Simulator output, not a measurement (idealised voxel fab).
Title: Process Module voxel local oxidation
We display cut, a cross-section 265 nm in width whose square cells are each 5 nm.
Bands, listed from the top down, are how a cross-section gets written in this document; the cross-section itself is a grid of square cells, and a band is one or more rows of them. The band entry comprises the height of the band's top followed by the height of its bottom, expressed in nm, and subsequently the band's materials from left to right, each stated together with its width in nm. Where a single material is marked with the word "all across", that material fills the band from edge to edge. The word "blank" represents empty space. Height reference: 0 = level under which incoming wafer is all one material. Lowest band: no bottom, runs on downward, e.g. "from 0 down". When a width is written as two numbers, as in "30..40", the first number is the width in the top row of cells of the band and the second is the width in its bottom row, and the width changes by the same amount from each row to the next. "nothing was modified" -> step changed no cross-section cell. Enclosed voids (no open way to top), threshold 8 cells or more, entry "Non-vented voids", notation width x height at distance, distance from left edge, nm. Formally, on a step line, whatever follows the settings is a remark that the simulator itself makes on the step. The "overlay nm" setting may appear on a step's line; for a step that uses a mask, it gives how far to the right of its planned position the mask lay, and a negative value indicates the left.
Process steps foreseen in the plan
1. RECEIVE: material Si
2. OXIDIZE: depth nm 5
3. CONFORMAL_DEP: material SiN, thk nm 10
4. MASKED_ETCH: tone cover, mask id ACTIVE, width nm 130, etch materials SiN, depth nm 10, overlay nm 0
5. SELECTIVE_ETCH: etch materials SiO2, depth nm 5
6. OXIDIZE: depth nm 15
7. STRIP: etch materials SiN
Wafer at receipt (post step 1), cross-section
from 0 down  Si all across
Non-vented voids: none
Final cross-section, module run with one mistake (start and plan as above)
from -5 to -20  SiO2 all across
from -20 down  Si all across
Non-vented voids: none
The plan and the run diverged here: plan step 3 never ran because it was skipped
